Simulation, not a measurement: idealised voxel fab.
process module | voxel wiring stack
cross-section cut | 225 nm wide | cells 5 nm
A cross-section is a grid of square cells, given in bands from the top down. A band is one or more rows of cells.
Each band's line starts with the height of the band's top and of its bottom, in nm. Then come its materials from left to right, each with its width in nm. One material with "throughout" fills the band from edge to edge. "air" is empty space.
Height 0 is the level under which the wafer as received is all one material. The lowest band goes on downwards, as in "0 down".
A width such as "30 to 40" changes by the same amount from each row of cells to the next, from the band's top row to its bottom row.
"no change" after a step means that no cell of the cross-section changed.
closed voids: empty space of 8 cells or more with no open way to the top, each as width x height at its distance from the left edge, in nm
after a step's settings: what the simulator itself notes on the step
overlay nm, on a step with a mask: how far to the right of its planned place the mask lay; to the left if negative
plan
1 op RECEIVE | material Si
2 op CONFORMAL_DEP | material SiO2 | thk nm 10
3 op CONFORMAL_DEP | material SiCN | thk nm 5
4 op DIRECTIONAL_DEP | material SiO2 | thk nm 15
5 op DIRECTIONAL_DEP | material aC | thk nm 15
6 op PATTERN | tone open | mask id METAL_1 | material resist | width nm 25 | pitch nm 50 | thk nm 30 | overlay nm 0
7 op DIRECTIONAL_ETCH | etch materials aC | depth nm 15
8 op STRIP | etch materials resist
9 op DIRECTIONAL_ETCH | etch materials SiO2 | depth nm 15
10 op DIRECTIONAL_ETCH | etch materials SiCN | depth nm 5
11 op STRIP | etch materials aC
12 op CONFORMAL_DEP | material TiN | thk nm 5
13 op FILL_DEP | material Cu | thk nm 10
14 op CMP | height nm 30
15 op CONFORMAL_DEP | material SiCN | thk nm 5
16 op DIRECTIONAL_DEP | material lowk | thk nm 15
17 op MASKED_ETCH | tone open | mask id PLUG_1 | width nm 15 | pitch nm 50 | etch materials lowk | depth nm 15 | overlay nm 0
18 op MASKED_ETCH | tone open | mask id PLUG_1 | width nm 15 | pitch nm 50 | etch materials SiCN | depth nm 5 | overlay nm 0
19 op CONFORMAL_DEP | material TiN | thk nm 5
20 op FILL_DEP | material Ru | thk nm 10
21 op CMP | height nm 50
22 op DIRECTIONAL_DEP | material TiN | thk nm 5
23 op DIRECTIONAL_DEP | material W | thk nm 15
24 op PATTERN | tone cover | mask id METAL_2 | material resist | width nm 25 | pitch nm 50 | thk nm 20 | overlay nm 0
25 op DIRECTIONAL_ETCH | etch materials W | depth nm 15
26 op DIRECTIONAL_ETCH | etch materials TiN | depth nm 5
27 op STRIP | etch materials resist
28 op CONFORMAL_DEP | material SiN | thk nm 5
29 op FILL_DEP | material lowk | thk nm 5
30 op CMP | height nm 70
31 op CONFORMAL_DEP | material SiCN | thk nm 5
as received, after step 1
  0 down: Si throughout
  closed voids: none
first wafer at the end, as planned
  75 to 70: SiCN throughout
  70 to 55: lowk 70 | SiN 5 | W 25 | SiN 5 | lowk 15 | SiN 5 | W 25 | SiN 5 | lowk 70
  55 to 50: SiN 75 | TiN 25 | SiN 25 | TiN 25 | SiN 75
  50 to 35: lowk 75 | TiN 5 | Ru 5 | TiN 5 | lowk 35 | TiN 5 | Ru 5 | TiN 5 | lowk 85
  35 to 30: SiCN 75 | TiN 15 | SiCN 35 | TiN 15 | SiCN 85
  30 to 15: SiO2 75 | TiN 5 | Cu 15 | TiN 5 | SiO2 25 | TiN 5 | Cu 15 | TiN 5 | SiO2 75
  15 to 10: SiCN 75 | TiN 25 | SiCN 25 | TiN 25 | SiCN 75
  10 to 0: SiO2 throughout
  0 down: Si throughout
  closed voids: none
second wafer at the end: like start, like plan, one mistake
  75 to 70: SiCN throughout
  70 to 55: W 75 | SiN 5 | lowk 15 | SiN 5 | W 25 | SiN 5 | lowk 15 | SiN 5 | W 75
  55 to 50: TiN 75 | SiN 25 | TiN 25 | SiN 25 | TiN 75
  50 to 35: lowk 75 | TiN 5 | Ru 5 | TiN 5 | lowk 35 | TiN 5 | Ru 5 | TiN 5 | lowk 85
  35 to 30: SiCN 75 | TiN 15 | SiCN 35 | TiN 15 | SiCN 85
  30 to 15: SiO2 75 | TiN 5 | Cu 15 | TiN 5 | SiO2 25 | TiN 5 | Cu 15 | TiN 5 | SiO2 75
  15 to 10: SiCN 75 | TiN 25 | SiCN 25 | TiN 25 | SiCN 75
  10 to 0: SiO2 throughout
  0 down: Si throughout
  closed voids: none
what went wrong: step 24 ran as: op PATTERN | tone open | mask id METAL_2 | material resist | width nm 25 | pitch nm 50 | thk nm 20 | overlay nm 0
at the end the second wafer has, in cells: 25 fewer of SiN | 25 more of TiN | 75 more of W | 75 fewer of lowk
